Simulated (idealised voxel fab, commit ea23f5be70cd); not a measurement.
Process module heading - voxel wiring stack
The cross-section shown here is cut; it is 160 nm wide and divided into square cells measuring 5 nm on a side.
How to read a cross-section here: the picture is a grid of square cells, written as bands going from the top down, and any band can span one or more rows of cells.
Band entry format. Leading values: height of top, height of bottom, nm. Remainder: materials in left-to-right order, each with its width in nm. Special words: "everywhere" on a single material, which then fills the band edge to edge; "empty", empty space.
Where do heights start? At 0: under that level the wafer as delivered is made of one material only. And the lowest band has no floor; it just carries on downward, as in "from 0 down".
Width spec "30..40" -> top row of cells at first value, bottom row at second value, equal per-row change in between.
It should be understood that the words "no modification", when stated for a given step, signify that the cross-section underwent no change in any of its cells during that step.
In "Entrapped void list" the enclosed voids are listed, meaning empty spaces of 8 cells or larger without any opening to the top. The form is width x height at distance, distance from the left edge, units nm.
Heads up: the bit after the settings on a step's line is the simulator's remark on that step.
overlay nm: mask right of planned place by this much (step with mask). Neg. = left.
plan
- 1: RECEIVE | material Si
- 2: CONFORMAL_DEP | material SiO2 | thk nm 15
- 3: CONFORMAL_DEP | material SiN | thk nm 5
- 4: DIRECTIONAL_DEP | material SiO2 | thk nm 25
- 5: PATTERN | tone open | mask id METAL_1 | material resist | width nm 25 | pitch nm 45 | thk nm 15 | overlay nm 0
- 6: DIRECTIONAL_ETCH | etch materials SiO2 | depth nm 25
- 7: DIRECTIONAL_ETCH | etch materials SiN | depth nm 5
- 8: STRIP | etch materials resist
- 9: CONFORMAL_DEP | material TiN | thk nm 5
- 10: FILL_DEP | material W | thk nm 5
- 11: CMP | height nm 45
- 12: CONFORMAL_DEP | material SiCN | thk nm 5
- 13: DIRECTIONAL_DEP | material SiO2 | thk nm 30
- 14: DIRECTIONAL_DEP | material aC | thk nm 10
- 15: PATTERN | tone open | mask id METAL_2_HOLES | material resist | width nm 15 | pitch nm 90 | thk nm 30 | overlay nm 0
- 16: DIRECTIONAL_ETCH | etch materials aC | depth nm 10
- 17: STRIP | etch materials resist
- 18: DIRECTIONAL_ETCH | etch materials SiO2 | depth nm 30
- 19: STRIP | etch materials aC
- 20: DIRECTIONAL_DEP | material aC | thk nm 15
- 21: PATTERN | tone open | mask id METAL_2 | material resist | width nm 25 | pitch nm 45 | thk nm 35 | overlay nm 0
- 22: DIRECTIONAL_ETCH | etch materials aC | depth nm 15
- 23: STRIP | etch materials resist
- 24: DIRECTIONAL_ETCH | etch materials SiO2 | depth nm 15
- 25: DIRECTIONAL_ETCH | etch materials SiCN | depth nm 5
- 26: STRIP | etch materials aC
- 27: CONFORMAL_DEP | material TiN | thk nm 5
- 28: FILL_DEP | material Cu | thk nm 10
- 29: CMP | height nm 80
- 30: CONFORMAL_DEP | material SiCN | thk nm 5
As-received state of the wafer in cross-section, equivalent to post-step 1
	from 0 down | Si everywhere
	Entrapped void list: none
First of two wafers, end-of-module section, run followed plan
	from 85 to 80 | SiCN everywhere
	from 80 to 70 | 20 nm SiO2; 5 nm TiN; 15 nm Cu; 5 nm TiN; 20 nm SiO2; 5 nm TiN; 15 nm Cu; 5 nm TiN; 20 nm SiO2; 5 nm TiN; 15 nm Cu; 5 nm TiN; 25 nm SiO2
	from 70 to 65 | 20 nm SiO2; 5 nm TiN; 5 nm Cu; 15 nm TiN; 20 nm SiO2; 25 nm TiN; 20 nm SiO2; 5 nm TiN; 5 nm Cu; 15 nm TiN; 25 nm SiO2
	from 65 to 50 | 20 nm SiO2; 5 nm TiN; 5 nm Cu; 5 nm TiN; 75 nm SiO2; 5 nm TiN; 5 nm Cu; 5 nm TiN; 35 nm SiO2
	from 50 to 45 | 20 nm SiCN; 15 nm TiN; 75 nm SiCN; 15 nm TiN; 35 nm SiCN
	from 45 to 20 | 20 nm SiO2; 5 nm TiN; 15 nm W; 5 nm TiN; 20 nm SiO2; 5 nm TiN; 15 nm W; 5 nm TiN; 20 nm SiO2; 5 nm TiN; 15 nm W; 5 nm TiN; 25 nm SiO2
	from 20 to 15 | 20 nm SiN; 25 nm TiN; 20 nm SiN; 25 nm TiN; 20 nm SiN; 25 nm TiN; 25 nm SiN
	from 15 to 0 | SiO2 everywhere
	from 0 down | Si everywhere
	Entrapped void list: none
This cross-section belongs to the second wafer of two at the end of the module; the start and the plan were shared with the first, and the run included one mistake
	from 85 to 80 | SiCN everywhere
	from 80 to 70 | 20 nm SiO2; 5 nm TiN; 15 nm Cu; 5 nm TiN; 20 nm SiO2; 5 nm TiN; 15 nm Cu; 5 nm TiN; 20 nm SiO2; 5 nm TiN; 15 nm Cu; 5 nm TiN; 25 nm SiO2
	from 70 to 65 | 20 nm SiO2; 5 nm TiN; 5 nm Cu; 15 nm TiN; 20 nm SiO2; 25 nm TiN; 20 nm SiO2; 5 nm TiN; 5 nm Cu; 15 nm TiN; 25 nm SiO2
	from 65 to 50 | 20 nm SiO2; 5 nm TiN; 5 nm Cu; 5 nm TiN; 75 nm SiO2; 5 nm TiN; 5 nm Cu; 5 nm TiN; 35 nm SiO2
	from 50 to 45 | 20 nm SiCN; 15 nm TiN; 75 nm SiCN; 15 nm TiN; 35 nm SiCN
	from 45 to 35 | 20 nm SiO2; 5 nm TiN; 15 nm W; 5 nm TiN; 20 nm SiO2; 5 nm TiN; 15 nm W; 5 nm TiN; 20 nm SiO2; 5 nm TiN; 15 nm W; 5 nm TiN; 25 nm SiO2
	from 35 to 30 | 20 nm SiN; 25 nm TiN; 20 nm SiN; 25 nm TiN; 20 nm SiN; 25 nm TiN; 25 nm SiN
	from 30 to 0 | SiO2 everywhere
	from 0 down | Si everywhere
	Entrapped void list: none
Misprocessing identified: it should be noted that step 2 of the plan was executed twice
Cell-count delta at end, second wafer over first, by material: 45 more of SiO2 | 18 fewer of TiN | 27 fewer of W
